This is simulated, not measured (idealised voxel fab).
Module name: voxel ribs on slabs (process module)
It is cross-section cut that appears here, measuring 265 nm in width, its square cells being 5 nm in size.
Cross-section, as written here: a square-cell grid given band by band from the top down, where a band holds one or more rows of cells. Band: top and bottom heights (nm) first, top before bottom; then materials from left to right, widths in nm. "edge to edge" marks a sole material filling the band edge to edge. "empty" denotes empty space. The level at which height equals 0 is the one under which the wafer, as it arrives, is entirely one material. No lower edge exists for the bottom band, which continues downward and is notated as in "0 nm and below". Width spec "30 to 40" -> top row of cells at first value, bottom row at second value, equal per-row change in between. It should be understood that the words "no modifications", when stated for a given step, signify that the cross-section underwent no change in any of its cells during that step. Empty spaces counting at least 8 cells and having no open way to the top are listed in "Completely enclosed voids". The notation width x height at distance is used for each, the distance being from the left edge and all three values in nm. after a step's settings: what the simulator itself notes on the step. "overlay nm" answers the question of how far to the right of plan the mask lay on a step that has a mask, and when it is negative the answer is to the left.

Listed below are the process steps as planned
| 1 | RECEIVE [material Si] |
| 2 | DIRECTIONAL_DEP [material SiO2] [thk nm 30] |
| 3 | DIRECTIONAL_DEP [material SiN] [thk nm 20] |
| 4 | PATTERN [tone cover] [mask id RIB] [material resist] [width nm 25] [thk nm 15] [overlay nm -15] |
| 5 | DIRECTIONAL_ETCH [etch materials SiN] [depth nm 5] |
| 6 | STRIP [etch materials resist] |
| 7 | PATTERN [tone cover] [mask id SLAB] [material resist] [width nm 85] [thk nm 15] [overlay nm 0] |
| 8 | DIRECTIONAL_ETCH [etch materials SiN] [depth nm 15] |
| 9 | STRIP [etch materials resist] |
| 10 | FILL_DEP [material SiO2] [thk nm 20] |
| 11 | CMP [height nm 60] |
| 12 | DIRECTIONAL_DEP [material W] [thk nm 5] |
| 13 | DIRECTIONAL_DEP [material aC] [thk nm 15] |
| 14 | PATTERN [tone cover] [mask id HEATER] [material resist] [width nm 35] [thk nm 30] [overlay nm 0] |
| 15 | DIRECTIONAL_ETCH [etch materials aC] [depth nm 15] |
| 16 | STRIP [etch materials resist] |
| 17 | DIRECTIONAL_ETCH [etch materials W] [depth nm 5] |
| 18 | STRIP [etch materials aC] |
| 19 | CONFORMAL_DEP [material SiN] [thk nm 10] |
For this document, wafers share an identical start and vary in the step 4 overlay nm; the plan quotes the first wafer's value.

First wafer of several, as received: cross-section after step 1
> 0 nm and below = Si edge to edge
> Completely enclosed voids: none

First of several wafers: cross-section at the end of the module, after step 19, its last step
> 75 nm to 70 nm = empty=105; SiN=55; empty=105
> 70 nm to 65 nm = SiN edge to edge
> 65 nm to 60 nm = SiN=115; W=35; SiN=115
> 60 nm to 50 nm = SiO2 edge to edge
> 50 nm to 45 nm = SiO2=105; SiN=25; SiO2=135
> 45 nm to 30 nm = SiO2=90; SiN=85; SiO2=90
> 30 nm to 0 nm = SiO2 edge to edge
> 0 nm and below = Si edge to edge
> Completely enclosed voids: none

Cross-section, last wafer, module completion
> 75 nm to 70 nm = empty=105; SiN=55; empty=105
> 70 nm to 65 nm = SiN edge to edge
> 65 nm to 60 nm = SiN=115; W=35; SiN=115
> 60 nm to 50 nm = SiO2 edge to edge
> 50 nm to 45 nm = SiO2=135; SiN=25; SiO2=105
> 45 nm to 30 nm = SiO2=90; SiN=85; SiO2=90
> 30 nm to 0 nm = SiO2 edge to edge
> 0 nm and below = Si edge to edge
> Completely enclosed voids: none

Where each wafer stands at the end of the module, a row apiece: cells of each material gained (+) or lost (-) since it was received, then closed voids
overlay nm -15; +166 SiN; +580 SiO2; +7 W; Completely enclosed voids: none
overlay nm -10; +166 SiN; +580 SiO2; +7 W; Completely enclosed voids: none
overlay nm -5; +166 SiN; +580 SiO2; +7 W; Completely enclosed voids: none
overlay nm 0; +166 SiN; +580 SiO2; +7 W; Completely enclosed voids: none
overlay nm 5; +166 SiN; +580 SiO2; +7 W; Completely enclosed voids: none
overlay nm 10; +166 SiN; +580 SiO2; +7 W; Completely enclosed voids: none
overlay nm 15; +166 SiN; +580 SiO2; +7 W; Completely enclosed voids: none
